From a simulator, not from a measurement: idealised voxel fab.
Presented below is a process module, voxel wiring stack.
Each square cell in cross-section cut measures 5 nm, and the section as a whole is 190 nm wide.
In what follows, cross-sections appear as grids of square cells, described through bands that run from the top down, where every band is one or more rows of cells. Band: top height; bottom height; in nm. Then, left to right: material with width in nm, for each material. "full width": a single material spanning edge to edge. "blank": empty space. Height is counted from the level 0, under which the received wafer is composed throughout of one material. The lowest of the bands is not closed at the bottom but continues downward, in the notation "from 0 down". With a width like "30..40", each row of cells in the band differs from the next by the same amount, the top row carrying the first number and the bottom row the second. "all unchanged" for a step: no cell of the cross-section changed in that step. Empty spaces without an open route to the top, at least 8 cells in extent, make up the entry "Completely sealed voids"; each is given as width x height at distance, where the distance is measured from the left edge, and all are in nm. Heads up: the bit after the settings on a step's line is the simulator's remark on that step. The setting "overlay nm" may be written on the line of a step. When the step uses a mask, the value reports how far to the right of the planned place the mask lay, and a negative value reports that it lay to the left.
Process steps foreseen in the plan
- 1: RECEIVE | material Si
- 2: CONFORMAL_DEP | material SiO2 | thk nm 10
- 3: CONFORMAL_DEP | material SiCN | thk nm 5
- 4: DIRECTIONAL_DEP | material SiO2 | thk nm 25
- 5: MASKED_ETCH | tone open | mask id METAL_1 | width nm 30 | pitch nm 55 | etch materials SiO2 | depth nm 25 | overlay nm 0
- 6: MASKED_ETCH | tone open | mask id METAL_1 | width nm 30 | pitch nm 55 | etch materials SiCN | depth nm 5 | overlay nm 0
- 7: CONFORMAL_DEP | material TiN | thk nm 5
- 8: FILL_DEP | material Cu | thk nm 10
- 9: CMP | height nm 40
- 10: EPI | material Ru | thk nm 5
- 11: FILL_DEP | material SiCN | thk nm 5
- 12: DIRECTIONAL_DEP | material lowk | thk nm 10
- 13: MASKED_ETCH | tone open | mask id PLUG_1 | width nm 15 | pitch nm 55 | etch materials lowk | depth nm 10 | overlay nm 0
- 14: MASKED_ETCH | tone open | mask id PLUG_1 | width nm 15 | pitch nm 55 | etch materials SiCN | depth nm 5 | overlay nm 0
- 15: EPI | material Ru | thk nm 10
- 16: EPI | material Ru | thk nm 5
- 17: DIRECTIONAL_DEP | material TiN | thk nm 5
- 18: DIRECTIONAL_DEP | material W | thk nm 25
- 19: PATTERN | tone cover | mask id METAL_2 | material resist | width nm 30 | pitch nm 55 | thk nm 20 | overlay nm 0
- 20: DIRECTIONAL_ETCH | etch materials W | depth nm 25
- 21: DIRECTIONAL_ETCH | etch materials TiN | depth nm 5
- 22: STRIP | etch materials resist
- 23: CONFORMAL_DEP | material SiCN | thk nm 5
- 24: FILL_DEP | material lowk | thk nm 5
- 25: CMP | height nm 90
- 26: CONFORMAL_DEP | material SiCN | thk nm 5
- 27: DIRECTIONAL_DEP | material lowk | thk nm 15
- 28: DIRECTIONAL_DEP | material aC | thk nm 15
- 29: PATTERN | tone open | mask id PLUG_2 | material resist | width nm 15 | thk nm 30 | overlay nm 0
- 30: DIRECTIONAL_ETCH | etch materials aC | depth nm 15
- 31: STRIP | etch materials resist
- 32: DIRECTIONAL_ETCH | etch materials lowk | depth nm 15
- 33: DIRECTIONAL_ETCH | etch materials SiCN | depth nm 5
- 34: STRIP | etch materials aC
- 35: EPI | material Ru | thk nm 10
- 36: EPI | material Ru | thk nm 10
- 37: DIRECTIONAL_DEP | material TiN | thk nm 5
- 38: DIRECTIONAL_DEP | material Ru | thk nm 15
- 39: DIRECTIONAL_DEP | material aC | thk nm 15
- 40: PATTERN | tone cover | mask id METAL_3 | material resist | width nm 30 | pitch nm 55 | thk nm 30 | overlay nm 0
- 41: DIRECTIONAL_ETCH | etch materials aC | depth nm 15
- 42: STRIP | etch materials resist
- 43: DIRECTIONAL_ETCH | etch materials Ru | depth nm 15
- 44: DIRECTIONAL_ETCH | etch materials TiN | depth nm 5
- 45: STRIP | etch materials aC
- 46: CONFORMAL_DEP | material SiN | thk nm 5
- 47: FILL_DEP | material SiO2 | thk nm 10
- 48: CMP | height nm 130
- 49: CONFORMAL_DEP | material SiN | thk nm 5
As-received state of the wafer in cross-section, equivalent to post-step 1
> from 0 down | Si full width
> Completely sealed voids: none
What the wafer looks like in cross-section after this module, when it starts as shown above and follows the plan above but one mistake is made in running it
> from 135 to 130 | SiN full width
> from 130 to 115 | SiO2 45; SiN 5; Ru 30; SiN 5; SiO2 15; SiN 5; Ru 30; SiN 5; SiO2 50
> from 115 to 110 | SiN 50; TiN 30; SiN 25; TiN 30; SiN 55
> from 110 to 95 | lowk 50; Ru 15; lowk 125
> from 95 to 90 | SiCN 50; Ru 15; SiCN 125
> from 90 to 75 | lowk 45; SiCN 5; W 30; SiCN 5; lowk 15; SiCN 5; W 30; SiCN 5; lowk 50
> from 75 to 70 | lowk 35; SiCN 15; TiN 25; W 5; SiCN 5; lowk 5; SiCN 15; TiN 25; W 5; SiCN 5; lowk 50
> from 70 to 65 | lowk 35; SiCN 5; Ru 35; W 5; SiCN 5; lowk 5; SiCN 5; Ru 35; W 5; SiCN 5; lowk 50
> from 65 to 60 | SiCN 40; Ru 35; TiN 5; SiCN 15; Ru 35; TiN 5; SiCN 55
> from 60 to 50 | lowk 50; Ru 15; lowk 40; Ru 15; lowk 70
> from 50 to 40 | SiCN 50..45; Ru 15..40; SiCN 40..15; Ru 15..40; SiCN 70..50
> from 40 to 15 | SiO2 50; TiN 5; Cu 20; TiN 5; SiO2 25; TiN 5; Cu 20; TiN 5; SiO2 55
> from 15 to 10 | SiCN 50; TiN 30; SiCN 25; TiN 30; SiCN 55
> from 10 to 0 | SiO2 full width
> from 0 down | Si full width
> Completely sealed voids: none
Deviation from plan: step 15 of the plan was executed twice over
